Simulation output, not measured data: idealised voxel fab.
The following process module bears the name voxel self aligned contacts.
It is cross-section cut that appears here, measuring 255 nm in width, its square cells being 5 nm in size.
Cross-section layout: square cells on a grid; listed as bands, top to bottom; a band spans one or more cell rows. Band: top height; bottom height; in nm. Then, left to right: material with width in nm, for each material. "all across": a single material spanning edge to edge. "air": empty space. Height 0 is the level under which the wafer as received is all one material. The lowest band goes on downwards, as in "top 0, no bottom". You'd read "30 to 40" like this: the band's top row of cells is as wide as the first number, its bottom row is as wide as the second, and going down, every row changes width by the same amount as the row before did. "same as before", as given for a step, is the statement that not any cell of the cross-section underwent a change during that step. Empty spaces counting at least 8 cells and having no open way to the top are listed in "Encapsulated voids". The notation width x height at distance is used for each, the distance being from the left edge and all three values in nm. after a step's settings: what the simulator itself notes on the step. Regarding "overlay nm": on a step with a mask, it is the distance the mask lay to the right of its planned place; a negative value places it to the left.
-- Set out below are the planned steps of the process
1) op RECEIVE | material Si
2) op OXIDIZE | depth nm 5
3) op DIRECTIONAL_DEP | material polySi | thk nm 25
4) op DIRECTIONAL_DEP | material SiN | thk nm 20
5) op MASKED_ETCH | tone cover | mask id GATE | width nm 35 | pitch nm 70 | etch materials SiN | depth nm 20 | overlay nm 0
6) op MASKED_ETCH | tone cover | mask id GATE | width nm 35 | pitch nm 70 | etch materials polySi | depth nm 25 | overlay nm 0
7) op CONFORMAL_DEP | material SiN | thk nm 5
8) op DIRECTIONAL_ETCH | etch materials SiN | depth nm 5
9) op FILL_DEP | material SiO2 | thk nm 10
10) op CMP | height nm 50
11) op DIRECTIONAL_DEP | material aC | thk nm 10
12) op PATTERN | tone open | mask id CONTACT | material resist | width nm 45 | thk nm 30 | overlay nm 0
13) op DIRECTIONAL_ETCH | etch materials aC | depth nm 10
14) op STRIP | etch materials resist
15) op DIRECTIONAL_ETCH | etch materials SiO2 | depth nm 55
16) op STRIP | etch materials aC
17) op CONFORMAL_DEP | material TiN | thk nm 5
18) op FILL_DEP | material W | thk nm 5
19) op CMP | height nm 50
20) op CONFORMAL_DEP | material SiCN | thk nm 5
-- So, the first of our two wafers, run just as we planned it
-- As-received state of the wafer in cross-section, equivalent to post-step 1
    top 0, no bottom | Si all across
    Encapsulated voids: none
-- You're looking at a cross-section of the wafer after step 2
    top 0, bottom -5 | SiO2 all across
    Everything below -5 is unchanged.
-- You're looking at a cross-section of the wafer after step 3
    top 25, bottom 0 | polySi all across
    Everything below 0 is unchanged.
-- You're looking at a cross-section of the wafer after step 4
    top 45, bottom 25 | SiN all across
    Everything below 25 is unchanged.
-- You're looking at a cross-section of the wafer after step 5
    top 45, bottom 25 | air: 75 | SiN: 35 | air: 35 | SiN: 35 | air: 75
    Everything below 25 is unchanged.
-- You're looking at a cross-section of the wafer after step 6
    top 45, bottom 25 | air: 75 | SiN: 35 | air: 35 | SiN: 35 | air: 75
    top 25, bottom 0 | air: 75 | polySi: 35 | air: 35 | polySi: 35 | air: 75
    Everything below 0 is unchanged.
-- You're looking at a cross-section of the wafer after step 7
    top 50, bottom 25 | air: 70 | SiN: 45 | air: 25 | SiN: 45 | air: 70
    top 25, bottom 5 | air: 70 | SiN: 5 | polySi: 35 | SiN: 5 | air: 25 | SiN: 5 | polySi: 35 | SiN: 5 | air: 70
    top 5, bottom 0 | SiN: 75 | polySi: 35 | SiN: 35 | polySi: 35 | SiN: 75
    Everything below 0 is unchanged.
-- You're looking at a cross-section of the wafer after step 8
    top 45, bottom 25 | air: 70 | SiN: 45 | air: 25 | SiN: 45 | air: 70
    top 25, bottom 0 | air: 70 | SiN: 5 | polySi: 35 | SiN: 5 | air: 25 | SiN: 5 | polySi: 35 | SiN: 5 | air: 70
    Everything below 0 is unchanged.
-- You're looking at a cross-section of the wafer after step 9
    top 55, bottom 45 | SiO2 all across
    top 45, bottom 25 | SiO2: 70 | SiN: 45 | SiO2: 25 | SiN: 45 | SiO2: 70
    top 25, bottom 0 | SiO2: 70 | SiN: 5 | polySi: 35 | SiN: 5 | SiO2: 25 | SiN: 5 | polySi: 35 | SiN: 5 | SiO2: 70
    Everything below 0 is unchanged.
-- You're looking at a cross-section of the wafer after step 10
    top 50, bottom 45 | SiO2 all across
    Everything below 45 is unchanged.
-- You're looking at a cross-section of the wafer after step 11
    top 60, bottom 50 | aC all across
    Everything below 50 is unchanged.
-- You're looking at a cross-section of the wafer after step 12
    top 90, bottom 60 | resist: 105 | air: 45 | resist: 105
    Everything below 60 is unchanged.
-- You're looking at a cross-section of the wafer after step 13
    top 80, bottom 60 | resist: 105 | air: 45 | resist: 105
    top 60, bottom 50 | aC: 105 | air: 45 | aC: 105
    Everything below 50 is unchanged.
-- You're looking at a cross-section of the wafer after step 14
    top 60, bottom 50 | aC: 105 | air: 45 | aC: 105
    Everything below 50 is unchanged.
-- You're looking at a cross-section of the wafer after step 15
    top 60, bottom 50 | aC: 105 | air: 45 | aC: 105
    top 50, bottom 45 | SiO2: 105 | air: 45 | SiO2: 105
    top 45, bottom 25 | SiO2: 70 | SiN: 45 | air: 25 | SiN: 45 | SiO2: 70
    top 25, bottom 0 | SiO2: 70 | SiN: 5 | polySi: 35 | SiN: 5 | air: 25 | SiN: 5 | polySi: 35 | SiN: 5 | SiO2: 70
    top 0, bottom -5 | SiO2: 115 | air: 25 | SiO2: 115
    Everything below -5 is unchanged.
-- You're looking at a cross-section of the wafer after step 16
    top 50, bottom 45 | SiO2: 105 | air: 45 | SiO2: 105
    Everything below 45 is unchanged.
-- You're looking at a cross-section of the wafer after step 17
    top 55, bottom 50 | TiN: 110 | air: 35 | TiN: 110
    top 50, bottom 45 | SiO2: 105 | TiN: 15 | air: 15 | TiN: 15 | SiO2: 105
    top 45, bottom 25 | SiO2: 70 | SiN: 45 | TiN: 5 | air: 15 | TiN: 5 | SiN: 45 | SiO2: 70
    top 25, bottom 0 | SiO2: 70 | SiN: 5 | polySi: 35 | SiN: 5 | TiN: 5 | air: 15 | TiN: 5 | SiN: 5 | polySi: 35 | SiN: 5 | SiO2: 70
    top 0, bottom -5 | SiO2: 115 | TiN: 25 | SiO2: 115
    Everything below -5 is unchanged.
-- You're looking at a cross-section of the wafer after step 18
    top 60, bottom 55 | W all across
    top 55, bottom 50 | TiN: 110 | W: 35 | TiN: 110
    top 50, bottom 45 | SiO2: 105 | TiN: 15 | W: 15 | TiN: 15 | SiO2: 105
    top 45, bottom 25 | SiO2: 70 | SiN: 45 | TiN: 5 | W: 15 | TiN: 5 | SiN: 45 | SiO2: 70
    top 25, bottom 0 | SiO2: 70 | SiN: 5 | polySi: 35 | SiN: 5 | TiN: 5 | W: 15 | TiN: 5 | SiN: 5 | polySi: 35 | SiN: 5 | SiO2: 70
    Everything below 0 is unchanged.
-- You're looking at a cross-section of the wafer after step 19
    top 50, bottom 45 | SiO2: 105 | TiN: 15 | W: 15 | TiN: 15 | SiO2: 105
    Everything below 45 is unchanged.
-- You're looking at a cross-section of the wafer after step 20
    top 55, bottom 50 | SiCN all across
    Everything below 50 is unchanged.
-- Second wafer, same starting state and plan as the first, one mistake in the run, identical through step 2
-- Second wafer, section view, time point: scheduled end of step 3
    top 50, bottom 0 | polySi all across
    Everything below 0 is unchanged.
-- Second wafer, section view, time point: scheduled end of step 4
    top 70, bottom 50 | SiN all across
    Everything below 50 is unchanged.
-- Second wafer, section view, time point: scheduled end of step 5
    top 70, bottom 50 | air: 75 | SiN: 35 | air: 35 | SiN: 35 | air: 75
    Everything below 50 is unchanged.
-- Second wafer, section view, time point: scheduled end of step 6
    top 70, bottom 50 | air: 75 | SiN: 35 | air: 35 | SiN: 35 | air: 75
    top 50, bottom 25 | air: 75 | polySi: 35 | air: 35 | polySi: 35 | air: 75
    Everything below 25 is unchanged.
-- Second wafer, section view, time point: scheduled end of step 7
    top 75, bottom 50 | air: 70 | SiN: 45 | air: 25 | SiN: 45 | air: 70
    top 50, bottom 30 | air: 70 | SiN: 5 | polySi: 35 | SiN: 5 | air: 25 | SiN: 5 | polySi: 35 | SiN: 5 | air: 70
    top 30, bottom 25 | SiN: 75 | polySi: 35 | SiN: 35 | polySi: 35 | SiN: 75
    Everything below 25 is unchanged.
-- Second wafer, section view, time point: scheduled end of step 8
    top 70, bottom 50 | air: 70 | SiN: 45 | air: 25 | SiN: 45 | air: 70
    top 50, bottom 25 | air: 70 | SiN: 5 | polySi: 35 | SiN: 5 | air: 25 | SiN: 5 | polySi: 35 | SiN: 5 | air: 70
    Everything below 25 is unchanged.
-- Second wafer, section view, time point: scheduled end of step 9
    top 80, bottom 70 | SiO2 all across
    top 70, bottom 50 | SiO2: 70 | SiN: 45 | SiO2: 25 | SiN: 45 | SiO2: 70
    top 50, bottom 25 | SiO2: 70 | SiN: 5 | polySi: 35 | SiN: 5 | SiO2: 25 | SiN: 5 | polySi: 35 | SiN: 5 | SiO2: 70
    Everything below 25 is unchanged.
-- Second wafer, section view, time point: scheduled end of step 10
    top 50, bottom 25 | SiO2: 70 | SiN: 5 | polySi: 35 | SiN: 5 | SiO2: 25 | SiN: 5 | polySi: 35 | SiN: 5 | SiO2: 70
    Everything below 25 is unchanged.
-- Second wafer, section view, time point: scheduled end of step 11
    top 60, bottom 50 | aC all across
    Everything below 50 is unchanged.
-- Second wafer, section view, time point: scheduled end of step 12
    top 90, bottom 60 | resist: 105 | air: 45 | resist: 105
    Everything below 60 is unchanged.
-- Second wafer, section view, time point: scheduled end of step 13
    top 80, bottom 60 | resist: 105 | air: 45 | resist: 105
    top 60, bottom 50 | aC: 105 | air: 45 | aC: 105
    Everything below 50 is unchanged.
-- Second wafer, section view, time point: scheduled end of step 14
    top 60, bottom 50 | aC: 105 | air: 45 | aC: 105
    Everything below 50 is unchanged.
-- Second wafer, section view, time point: scheduled end of step 15
    top 60, bottom 50 | aC: 105 | air: 45 | aC: 105
    top 50, bottom 25 | SiO2: 70 | SiN: 5 | polySi: 35 | SiN: 5 | air: 25 | SiN: 5 | polySi: 35 | SiN: 5 | SiO2: 70
    Everything below 25 is unchanged.
-- Second wafer, section view, time point: scheduled end of step 16
    top 50, bottom 25 | SiO2: 70 | SiN: 5 | polySi: 35 | SiN: 5 | air: 25 | SiN: 5 | polySi: 35 | SiN: 5 | SiO2: 70
    Everything below 25 is unchanged.
-- Second wafer, section view, time point: scheduled end of step 17
    top 55, bottom 50 | TiN: 120 | air: 15 | TiN: 120
    top 50, bottom 30 | SiO2: 70 | SiN: 5 | polySi: 35 | SiN: 5 | TiN: 5 | air: 15 | TiN: 5 | SiN: 5 | polySi: 35 | SiN: 5 | SiO2: 70
    top 30, bottom 25 | SiO2: 70 | SiN: 5 | polySi: 35 | SiN: 5 | TiN: 25 | SiN: 5 | polySi: 35 | SiN: 5 | SiO2: 70
    Everything below 25 is unchanged.
-- Second wafer, section view, time point: scheduled end of step 18
    top 60, bottom 55 | W all across
    top 55, bottom 50 | TiN: 120 | W: 15 | TiN: 120
    top 50, bottom 30 | SiO2: 70 | SiN: 5 | polySi: 35 | SiN: 5 | TiN: 5 | W: 15 | TiN: 5 | SiN: 5 | polySi: 35 | SiN: 5 | SiO2: 70
    Everything below 30 is unchanged.
-- Second wafer, section view, time point: scheduled end of step 19
    top 50, bottom 30 | SiO2: 70 | SiN: 5 | polySi: 35 | SiN: 5 | TiN: 5 | W: 15 | TiN: 5 | SiN: 5 | polySi: 35 | SiN: 5 | SiO2: 70
    Everything below 30 is unchanged.
-- Second wafer, section view, time point: scheduled end of step 20
    top 55, bottom 50 | SiCN all across
    Everything below 50 is unchanged.
The plan and the run diverged here: step 3 of the plan was carried out twice
Once processing is complete, comparing cell counts shows that the second wafer has more or fewer of certain materials than the first: 72 fewer of SiN; 149 fewer of SiO2; 16 fewer of TiN; 18 fewer of W; 255 more of polySi
